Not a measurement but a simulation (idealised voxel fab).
Presented below is a process module, voxel capacitor over wiring.
The width of the displayed cross-section, cut, is 195 nm; its cells are square, with a size of 5 nm.
Cross-section spec: square-cell grid; bands listed top down; each band is one or more rows.
The band entry comprises the height of the band's top followed by the height of its bottom, expressed in nm, and subsequently the band's materials from left to right, each stated together with its width in nm. Where a single material is marked with the word "everywhere", that material fills the band from edge to edge. The word "air" represents empty space.
Counting heights begins at 0, where everything beneath is, in the wafer as received, one material. The lowest band has no bottom; it goes on downwards, as "0 and below" shows.
A two-number width, for instance "30..40", indicates that the width is equal to the first number in the top row of the band and to the second number in the bottom row, and that it changes by a constant amount per row of cells.
Step note "no change occurred" = no cross-section cell changed.
Any empty space of 8 cells or more lacking an open way to the top shows up in "Voids lacking openings" as width x height at distance, distance from the left edge, in nm.
Note: text after step settings on the step line = simulator remark on that step.
overlay nm: on a step with a mask, how far right of its planned place the mask lay; negative means left.

This section lists the process steps that were planned:
1. RECEIVE,material Si
2. CONFORMAL_DEP,material SiO2,thk nm 10
3. CONFORMAL_DEP,material SiCN,thk nm 5
4. DIRECTIONAL_DEP,material lowk,thk nm 15
5. PATTERN,tone open,mask id METAL_1,material resist,width nm 25,pitch nm 80,thk nm 15,overlay nm 0
6. DIRECTIONAL_ETCH,etch materials lowk,depth nm 15
7. DIRECTIONAL_ETCH,etch materials SiCN,depth nm 5
8. STRIP,etch materials resist
9. CONFORMAL_DEP,material TiN,thk nm 5
10. FILL_DEP,material Cu,thk nm 10
11. CMP,height nm 30
12. EPI,material Ru,thk nm 5
13. FILL_DEP,material SiCN,thk nm 5
14. DIRECTIONAL_DEP,material lowk,thk nm 10
15. MASKED_ETCH,tone open,mask id PLUG_1,width nm 15,etch materials lowk,depth nm 10,overlay nm 0
16. MASKED_ETCH,tone open,mask id PLUG_1,width nm 15,etch materials SiCN,depth nm 5,overlay nm 0
17. EPI,material Ru,thk nm 10
18. EPI,material Ru,thk nm 5
19. DIRECTIONAL_DEP,material TiN,thk nm 10
20. DIRECTIONAL_DEP,material SiN,thk nm 5
21. DIRECTIONAL_DEP,material TiN,thk nm 10
22. DIRECTIONAL_DEP,material aC,thk nm 10
23. PATTERN,tone cover,mask id UPPER_PLATE,material resist,width nm 60,thk nm 30,overlay nm 0
24. DIRECTIONAL_ETCH,etch materials aC,depth nm 10
25. STRIP,etch materials resist
26. DIRECTIONAL_ETCH,etch materials TiN,depth nm 10
27. DIRECTIONAL_ETCH,etch materials SiN,depth nm 5
28. STRIP,etch materials aC
29. MASKED_ETCH,tone cover,mask id LOWER_PLATE,width nm 70,etch materials TiN,depth nm 10,overlay nm 0
30. FILL_DEP,material SiO2,thk nm 15
31. CMP,height nm 85
32. PATTERN,tone open,mask id PLUG_2,material resist,width nm 15,thk nm 20,overlay nm 0
33. DIRECTIONAL_ETCH,etch materials SiO2,depth nm 10
34. STRIP,etch materials resist
35. CONFORMAL_DEP,material TiN,thk nm 5
36. FILL_DEP,material Cu,thk nm 5
37. CMP,height nm 85
38. CONFORMAL_DEP,material SiCN,thk nm 5

Step 1 complete: cross-section of the wafer as received:
> 0 and below | Si everywhere
> Voids lacking openings: none

Figure: cross-sectional view of the wafer upon completion of the module, processed from the initial state and according to the plan depicted above, with one error introduced during execution:
> 90 down to 85 | SiCN everywhere
> 85 down to 80 | Cu: 60, then TiN: 5, then SiO2: 15, then TiN: 5, then Cu: 110
> 80 down to 75 | TiN: 65, then SiO2: 15, then TiN: 115
> 75 down to 65 | SiO2: 55, then TiN: 60, then SiO2: 80
> 65 down to 60 | SiO2: 55, then SiN: 60, then SiO2: 80
> 60 down to 50 | SiO2: 50, then TiN: 70, then SiO2: 75
> 50 down to 40 | lowk: 55, then Ru: 15, then lowk: 125
> 40 down to 35 | SiCN: 55, then Ru: 15, then SiCN: 125
> 35 down to 30 | SiCN: 40, then Ru: 35, then SiCN: 45, then Ru: 35, then SiCN: 40
> 30 down to 15 | lowk: 45, then TiN: 5, then Cu: 15, then TiN: 5, then lowk: 55, then TiN: 5, then Cu: 15, then TiN: 5, then lowk: 45
> 15 down to 10 | SiCN: 45, then TiN: 25, then SiCN: 55, then TiN: 25, then SiCN: 45
> 10 down to 0 | SiO2 everywhere
> 0 and below | Si everywhere
> Voids lacking openings: none
Error vs. plan: step 32 did not use the planned setting and instead ran as PATTERN,tone cover,mask id PLUG_2,material resist,width nm 15,thk nm 20,overlay nm 0
